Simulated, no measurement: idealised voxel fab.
Process module name: voxel ribs on slabs
In the cross-section labelled cut, the width is 285 nm and each square cell is 5 nm.
Think of the cross-section as a grid of square cells. We describe it in bands, top to bottom, and each band covers one or more rows of those cells.
Basically the band line says how high the top is and how high the bottom is, in nm, and then what's in it from left to right, every material with its width in nm. Empty space shows up as "air", and if a single material carries "edge to edge" it runs the full band edge to edge.
Measure heights from 0. That's the level where, below it, the as-received wafer is all one material. The lowest band is bottomless and extends downward; write it as in "top 0, no bottom".
A width given as "30 to 40" starts at the first number in the band's top row and ends at the second number in its bottom row, shifting by an equal amount at every step from row to row.
Any step labelled "identical to before" changed none of the cells in the cross-section.
Basically, "Enclosed cavity list" tells you about the enclosed voids: empty spaces with no open way to the top, 8 cells or bigger, each written width x height at distance, where distance is from the left edge, all in nm.
Read whatever lies past the settings on a step's line as the simulator's own remark about the step.
overlay nm: for a step with a mask, the amount by which the mask lay right of where it was planned; a negative amount means left of it.

-- Here's what the planned process steps look like
1 RECEIVE: material Si
2 DIRECTIONAL_DEP: material SiO2, thk nm 30
3 DIRECTIONAL_DEP: material polySi, thk nm 20
4 PATTERN: tone cover, mask id RIB, material resist, width nm 25, thk nm 20, overlay nm 0
5 DIRECTIONAL_ETCH: etch materials polySi, depth nm 5
6 STRIP: etch materials resist
7 DIRECTIONAL_DEP: material aC, thk nm 10
8 PATTERN: tone cover, mask id SLAB, material resist, width nm 75, thk nm 30, overlay nm 0
9 DIRECTIONAL_ETCH: etch materials aC, depth nm 10
10 STRIP: etch materials resist
11 DIRECTIONAL_ETCH: etch materials polySi, depth nm 15
12 STRIP: etch materials aC
13 FILL_DEP: material SiO2, thk nm 25
14 CMP: height nm 65
15 DIRECTIONAL_DEP: material W, thk nm 10
16 MASKED_ETCH: tone cover, mask id HEATER, width nm 35, etch materials W, depth nm 10, overlay nm -15
17 CONFORMAL_DEP: material SiO2, thk nm 5
Every wafer here starts from the same state; it is the step 16 overlay nm that distinguishes them, and the value the plan gives belongs to the first wafer.

-- Cross-section of the first of several wafers on receipt, reflecting completion of step 1
top 0, no bottom | Si edge to edge
Enclosed cavity list: none

-- First of several wafers, sectioned at end of module (last step: step 17)
top 80, bottom 75 | air 105 nm  SiO2 45 nm  air 135 nm
top 75, bottom 70 | air 105 nm  SiO2 5 nm  W 35 nm  SiO2 5 nm  air 135 nm
top 70, bottom 65 | SiO2 110 nm  W 35 nm  SiO2 140 nm
top 65, bottom 50 | SiO2 edge to edge
top 50, bottom 45 | SiO2 130 nm  polySi 25 nm  SiO2 130 nm
top 45, bottom 30 | SiO2 105 nm  polySi 75 nm  SiO2 105 nm
top 30, bottom 0 | SiO2 edge to edge
top 0, no bottom | Si edge to edge
Enclosed cavity list: none

-- last wafer at the end
top 80, bottom 75 | air 135 nm  SiO2 45 nm  air 105 nm
top 75, bottom 70 | air 135 nm  SiO2 5 nm  W 35 nm  SiO2 5 nm  air 105 nm
top 70, bottom 65 | SiO2 140 nm  W 35 nm  SiO2 110 nm
top 65, bottom 50 | SiO2 edge to edge
top 50, bottom 45 | SiO2 130 nm  polySi 25 nm  SiO2 130 nm
top 45, bottom 30 | SiO2 105 nm  polySi 75 nm  SiO2 105 nm
top 30, bottom 0 | SiO2 edge to edge
top 0, no bottom | Si edge to edge
Enclosed cavity list: none

-- Per wafer (row), end of module: delta in cells per material since receipt, (+) for gained, (-) for lost; closed voids after that
overlay nm -15; +752 SiO2; +14 W; +50 polySi; Enclosed cavity list: none
overlay nm -10; +752 SiO2; +14 W; +50 polySi; Enclosed cavity list: none
overlay nm -5; +752 SiO2; +14 W; +50 polySi; Enclosed cavity list: none
overlay nm 0; +752 SiO2; +14 W; +50 polySi; Enclosed cavity list: none
overlay nm 5; +752 SiO2; +14 W; +50 polySi; Enclosed cavity list: none
overlay nm 10; +752 SiO2; +14 W; +50 polySi; Enclosed cavity list: none
overlay nm 15; +752 SiO2; +14 W; +50 polySi; Enclosed cavity list: none
